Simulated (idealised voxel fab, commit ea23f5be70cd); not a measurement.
The following process module bears the name voxel ribs on slabs.
Each square cell in cross-section cut measures 5 nm, and the section as a whole is 260 nm wide.
Cross-section format: a grid of square cells, given as bands from top to bottom; each band is one or more rows of cells.
What a band's entry tells you: where the top is and where the bottom is, as heights in nm, and after that what lies inside, material by material from left to right, each with its width in nm. Empty space is written as the word "empty", and a single material marked with the word "full width" occupies the band from edge to edge.
Height reference: 0 = level under which incoming wafer is all one material. Lowest band: no bottom, runs on downward, e.g. "z 0 and below".
The expression "30->40" gives the width at the extremes of the band, the first number at its top row of cells and the second at its bottom row, with the width changing by equal amounts from each row to the next in between.
"no modification" after a step means that no cell of the cross-section changed.
Enclosed voids (no open way to top), threshold 8 cells or more, entry "Closed empty spaces", notation width x height at distance, distance from left edge, nm.
Read whatever lies past the settings on a step's line as the simulator's own remark about the step.
When a step includes a mask, the "overlay nm" setting on its line states how far to the right of its planned place that mask lay, and negative values state how far to the left.

# Here's what the planned process steps look like
1. RECEIVE: material Si
2. DIRECTIONAL_DEP: material SiO2, thk nm 20
3. DIRECTIONAL_DEP: material SiN, thk nm 15
4. PATTERN: tone cover, mask id RIB, material resist, width nm 15, thk nm 15, overlay nm 0
5. DIRECTIONAL_ETCH: etch materials SiN, depth nm 5
6. STRIP: etch materials resist
7. DIRECTIONAL_DEP: material aC, thk nm 10
8. PATTERN: tone cover, mask id SLAB, material resist, width nm 65, thk nm 30, overlay nm 0
9. DIRECTIONAL_ETCH: etch materials aC, depth nm 10
10. STRIP: etch materials resist
11. DIRECTIONAL_ETCH: etch materials SiN, depth nm 10
12. STRIP: etch materials aC
13. FILL_DEP: material SiO2, thk nm 15
14. CMP: height nm 45
15. DIRECTIONAL_DEP: material TiN, thk nm 5
16. DIRECTIONAL_DEP: material aC, thk nm 10
17. PATTERN: tone cover, mask id HEATER, material resist, width nm 25, thk nm 25, overlay nm 0
18. DIRECTIONAL_ETCH: etch materials aC, depth nm 10
19. STRIP: etch materials resist
20. DIRECTIONAL_ETCH: etch materials TiN, depth nm 5
21. STRIP: etch materials aC
22. CONFORMAL_DEP: material SiO2, thk nm 10
What sets these wafers apart? The width nm at step 4. They all start alike, and the plan carries the first wafer's value.

# Incoming state of the first of several wafers in cross-section: after step 1
	z 0 and below  Si full width
	Closed empty spaces: none

# first wafer at the end, after step 22
	z 60 to 55  empty 105 nm; SiO2 45 nm; empty 110 nm
	z 55 to 50  SiO2 full width
	z 50 to 45  SiO2 115 nm; TiN 25 nm; SiO2 120 nm
	z 45 to 35  SiO2 full width
	z 35 to 30  SiO2 120 nm; SiN 15 nm; SiO2 125 nm
	z 30 to 20  SiO2 95 nm; SiN 65 nm; SiO2 100 nm
	z 20 to 0  SiO2 full width
	z 0 and below  Si full width
	Closed empty spaces: none

# The final wafer, sectioned at module end
	z 60 to 55  empty 105 nm; SiO2 45 nm; empty 110 nm
	z 55 to 50  SiO2 full width
	z 50 to 45  SiO2 115 nm; TiN 25 nm; SiO2 120 nm
	z 45 to 35  SiO2 full width
	z 35 to 30  SiO2 115 nm; SiN 30 nm; SiO2 115 nm
	z 30 to 20  SiO2 95 nm; SiN 65 nm; SiO2 100 nm
	z 20 to 0  SiO2 full width
	z 0 and below  Si full width
	Closed empty spaces: none

# Basically each wafer gets a line in the table, showing it at the end of the module: material by material, the cells it gained (+) or lost (-) since we got it, then its closed voids
width nm 15; +29 SiN; +547 SiO2; +5 TiN; Closed empty spaces: none
width nm 20; +30 SiN; +546 SiO2; +5 TiN; Closed empty spaces: none
width nm 25; +31 SiN; +545 SiO2; +5 TiN; Closed empty spaces: none
width nm 30; +32 SiN; +544 SiO2; +5 TiN; Closed empty spaces: none
